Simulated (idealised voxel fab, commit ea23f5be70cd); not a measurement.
This is a process module. Its name is voxel air gaps.
cross-section cut | 280 nm wide | cells 5 nm
A cross-section is a grid of square cells, given in bands from the top down. A band is one or more rows of cells.
For a band, the entry starts with two heights in nm, that of the top and then that of the bottom, and carries on with the band's materials in order from left to right, each alongside its width in nm; the word "everywhere" beside a single material means it fills the band edge to edge, and "air" means empty space.
Heads up on the height convention: 0 is the point under which the incoming wafer is all one material, and the lowest band has no bottom, it just keeps going down, like "z 0 and below".
Read "30->40" as a graded width: first number on top, second number at the bottom, same change between each pair of neighbouring rows.
"remains unaltered", as given for a step, is the statement that not any cell of the cross-section underwent a change during that step.
If an empty space has no open way to the top and is at least 8 cells in size, "Completely enclosed voids" lists it, written width x height at distance, where distance is measured from the left edge and every value is in nm.
Anything after a step's settings on that line? It's the simulator's own note about the step.
overlay nm: mask offset rightward from planned place, masked step; negative means leftward offset.

List of planned process steps:
step 1: RECEIVE with material Si
step 2: CONFORMAL_DEP with material SiO2, thk nm 10
step 3: CONFORMAL_DEP with material SiCN, thk nm 5
step 4: DIRECTIONAL_DEP with material lowk, thk nm 40
step 5: DIRECTIONAL_DEP with material aC, thk nm 15
step 6: PATTERN with tone open, mask id LINES, material resist, width nm 25, pitch nm 50, thk nm 30, overlay nm 0
step 7: DIRECTIONAL_ETCH with etch materials aC, depth nm 15
step 8: STRIP with etch materials resist
step 9: DIRECTIONAL_ETCH with etch materials lowk, depth nm 40
step 10: STRIP with etch materials aC
step 11: CONFORMAL_DEP with material TiN, thk nm 5
step 12: FILL_DEP with material Ru, thk nm 10
step 13: CMP with height nm 55
step 14: EPI with material Ru, thk nm 10
step 15: SELECTIVE_ETCH with etch materials lowk, depth nm 50
step 16: CONFORMAL_DEP with material SiCN, thk nm 5

Incoming wafer, cross-sectional view, post step 1:
	z 0 and below: Si everywhere
	Completely enclosed voids: none

Final cross-section, module run with one mistake (start and plan as above):
	z 70 to 65: 60 nm air / 155 nm SiCN / 65 nm air
	z 65 to 55: 60 nm air / 5 nm SiCN / 45 nm Ru / 5 nm SiCN / 45 nm Ru / 5 nm SiCN / 45 nm Ru / 5 nm SiCN / 65 nm air
	z 55 to 20: 60 nm air / 5 nm SiCN / 10 nm Ru / 5 nm TiN / 15 nm Ru / 5 nm TiN / 10 nm Ru / 5 nm SiCN / 10 nm Ru / 5 nm TiN / 15 nm Ru / 5 nm TiN / 10 nm Ru / 5 nm SiCN / 10 nm Ru / 5 nm TiN / 15 nm Ru / 5 nm TiN / 10 nm Ru / 5 nm SiCN / 65 nm air
	z 20 to 15: 65 nm SiCN / 10 nm Ru / 25 nm TiN / 10 nm Ru / 5 nm SiCN / 10 nm Ru / 25 nm TiN / 10 nm Ru / 5 nm SiCN / 10 nm Ru / 25 nm TiN / 10 nm Ru / 70 nm SiCN
	z 15 to 10: SiCN everywhere
	z 10 to 0: SiO2 everywhere
	z 0 and below: Si everywhere
	Completely enclosed voids: none
So what did we get wrong on this run? a sequencing error occurred in which plan steps 14 and 15 were transposed
